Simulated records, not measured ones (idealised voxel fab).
The following process module bears the name voxel self aligned vias.
195 nm wide, 5 nm square cells: that's cross-section cut.
This document writes a cross-section as a grid whose cells are square, and gives it as bands, listed from the top down; one or more rows of cells form a band.
Read a band's entry like this: the first values are the height of its top and the height of its bottom in nm, and what follows is the sequence of materials from left to right, each with its width in nm. Note that "air" is empty space, and that a single material marked "all across" reaches across the band from edge to edge.
Zero point of the height axis is 0; under it, received wafer = one material. Lowest band: continues down indefinitely, "0..down".
With a width like "30->40", each row of cells in the band differs from the next by the same amount, the top row carrying the first number and the bottom row the second.
No cell of the cross-section changed in a step that is given as "no alteration".
Under "Sealed voids" you'll find the enclosed gaps, the ones with no way out to the top, that are 8 cells or bigger; each reads width x height at distance, with distance counted from the left edge, everything in nm.
What comes after the settings on a step's line is commentary from the simulator itself on that step.
You can add "overlay nm" to a step's line. For a step with a mask, it describes how far the mask lay to the right of its planned position, and a negative number describes a lay to the left.
Intended process steps:
1 op RECEIVE | material Si
2 op CONFORMAL_DEP | material SiO2 | thk nm 15
3 op CONFORMAL_DEP | material SiCN | thk nm 5
4 op DIRECTIONAL_DEP | material SiO2 | thk nm 25
5 op MASKED_ETCH | tone open | mask id LINES | width nm 25 | pitch nm 65 | etch materials SiO2 | depth nm 25 | overlay nm 0
6 op CONFORMAL_DEP | material TiN | thk nm 5
7 op FILL_DEP | material Ru | thk nm 10
8 op CMP | height nm 45
9 op SELECTIVE_ETCH | etch materials W Ru TiN | depth nm 5
10 op FILL_DEP | material SiN | thk nm 5
11 op CMP | height nm 45
12 op DIRECTIONAL_DEP | material SiO2 | thk nm 15
13 op DIRECTIONAL_DEP | material aC | thk nm 10
14 op PATTERN | tone open | mask id VIAS | material resist | width nm 35 | thk nm 30 | overlay nm 0
15 op DIRECTIONAL_ETCH | etch materials aC | depth nm 10
16 op STRIP | etch materials resist
17 op DIRECTIONAL_ETCH | etch materials SiO2 | depth nm 15
18 op DIRECTIONAL_ETCH | etch materials SiN | depth nm 5
19 op STRIP | etch materials aC
20 op CONFORMAL_DEP | material TiN | thk nm 5
21 op FILL_DEP | material Ru | thk nm 10
22 op CMP | height nm 60
23 op CONFORMAL_DEP | material SiN | thk nm 5
Wafer as received: cross-section following step 1:
    0..down | Si all across
    Sealed voids: none
Cross-section, first of two wafers, end of module, run as planned:
    65..60 | SiN all across
    60..50 | SiO2=45, then TiN=5, then Ru=25, then TiN=5, then SiO2=115
    50..45 | SiO2=45, then TiN=10, then Ru=15, then TiN=10, then SiO2=115
    45..40 | SiO2=50, then TiN=25, then SiO2=40, then SiN=25, then SiO2=55
    40..25 | SiO2=50, then TiN=5, then Ru=15, then TiN=5, then SiO2=40, then TiN=5, then Ru=15, then TiN=5, then SiO2=55
    25..20 | SiO2=50, then TiN=25, then SiO2=40, then TiN=25, then SiO2=55
    20..15 | SiCN all across
    15..0 | SiO2 all across
    0..down | Si all across
    Sealed voids: none
Wafer two, sectioned after the module: the first wafer's start, the first wafer's plan, and one mistake in how it was run:
    65..60 | SiN all across
    60..50 | SiO2=45, then TiN=5, then Ru=25, then TiN=5, then SiO2=115
    50..45 | SiO2=45, then TiN=10, then Ru=15, then TiN=10, then SiO2=115
    45..40 | SiO2=50, then TiN=25, then SiO2=40, then SiN=25, then SiO2=55
    40..25 | SiO2=50, then TiN=5, then Ru=15, then TiN=5, then SiO2=40, then TiN=5, then Ru=15, then TiN=5, then SiO2=55
    25..20 | SiO2=50, then TiN=25, then SiO2=40, then TiN=25, then SiO2=55
    20..0 | SiO2 all across
    0..down | Si all across
    Sealed voids: none
Short version of what went wrong: step 3 ran as: op CONFORMAL_DEP | material SiO2 | thk nm 5
It is noted that, at the conclusion of processing, the second wafer exhibits a higher or lower cell count for certain materials relative to the first: SiCN -39 | SiO2 +39
